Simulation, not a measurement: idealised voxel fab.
You're looking at the process module voxel ribs on slabs.
This is section cut - it's 270 nm across, gridded in 5 nm square cells.
Notation: cross-section as square-cell grid; stated in bands, top first, going down; one or more cell rows per band.
This entry defines a band. It first specifies the height of the band's top and the height of its bottom in nm, and then specifies the band's materials from left to right, stating each material with its width in nm. The word "all across" identifies a single material that fills the band from edge to edge, while the word "blank" identifies empty space.
It should be noted that heights are counted from 0, beneath which the wafer as supplied is of one material throughout, and that the lowest band possesses no lower boundary but continues downward, as written in "z 0 and below".
Read "30->40" as a graded width: first number on top, second number at the bottom, same change between each pair of neighbouring rows.
What does "all unchanged" mean for a step? It means no cell of the cross-section changed in that step.
The entry "Closed void listing" lists the empty spaces that cover at least 8 cells and have no open path to the top. Each is written as width x height at distance, where the distance is measured from the left edge and all three values are in nm.
That trailing text on a step's line, after the settings, is the simulator's own remark on the step.
"overlay nm" answers the question of how far to the right of plan the mask lay on a step that has a mask, and when it is negative the answer is to the left.
### Process steps foreseen in the plan
1,RECEIVE with material Si
2,DIRECTIONAL_DEP with material SiO2, thk nm 10
3,DIRECTIONAL_DEP with material SiN, thk nm 25
4,MASKED_ETCH with tone cover, mask id RIB, width nm 25, etch materials SiN, depth nm 5, overlay nm 0
5,MASKED_ETCH with tone cover, mask id SLAB, width nm 85, etch materials SiN, depth nm 20, overlay nm 0
6,FILL_DEP with material SiO2, thk nm 25
7,CMP with height nm 60
8,DIRECTIONAL_DEP with material W, thk nm 10
9,DIRECTIONAL_DEP with material aC, thk nm 10
10,PATTERN with tone cover, mask id HEATER, material resist, width nm 35, thk nm 25, overlay nm 0
11,DIRECTIONAL_ETCH with etch materials aC, depth nm 10
12,STRIP with etch materials resist
13,DIRECTIONAL_ETCH with etch materials W, depth nm 10
14,STRIP with etch materials aC
15,CONFORMAL_DEP with material SiN, thk nm 5
The wafers in this document start out alike and differ in the thk nm applied at step 2; the plan shows the value used for the first wafer.
### Here's the first of the wafers in cross-section, just as we got it, i.e. after step 1
- z 0 and below = Si all across
- Closed void listing: none
### End of the module, past its last step, step 15: how the first of several wafers looks in cross-section
- z 75 to 70 = blank=110 | SiN=45 | blank=115
- z 70 to 65 = blank=110 | SiN=5 | W=35 | SiN=5 | blank=115
- z 65 to 60 = SiN=115 | W=35 | SiN=120
- z 60 to 35 = SiO2 all across
- z 35 to 30 = SiO2=120 | SiN=25 | SiO2=125
- z 30 to 10 = SiO2=90 | SiN=85 | SiO2=95
- z 10 to 0 = SiO2 all across
- z 0 and below = Si all across
- Closed void listing: none
### The module's end: a cross-section of the last wafer
- z 75 to 70 = blank=110 | SiN=45 | blank=115
- z 70 to 65 = blank=110 | SiN=5 | W=35 | SiN=5 | blank=115
- z 65 to 60 = SiN=115 | W=35 | SiN=120
- z 60 to 55 = SiO2=120 | SiN=25 | SiO2=125
- z 55 to 35 = SiO2=90 | SiN=85 | SiO2=95
- z 35 to 0 = SiO2 all across
- z 0 and below = Si all across
- Closed void listing: none
### wafer rows; end of module; cells per material since receipt: (+) gained, (-) lost; then closed voids
thk nm 10, +131 SiN, +575 SiO2, +14 W, Closed void listing: none
thk nm 15, +131 SiN, +575 SiO2, +14 W, Closed void listing: none
thk nm 20, +131 SiN, +575 SiO2, +14 W, Closed void listing: none
thk nm 25, +131 SiN, +575 SiO2, +14 W, Closed void listing: none
thk nm 30, +131 SiN, +575 SiO2, +14 W, Closed void listing: none
thk nm 35, +131 SiN, +575 SiO2, +14 W, Closed void listing: none
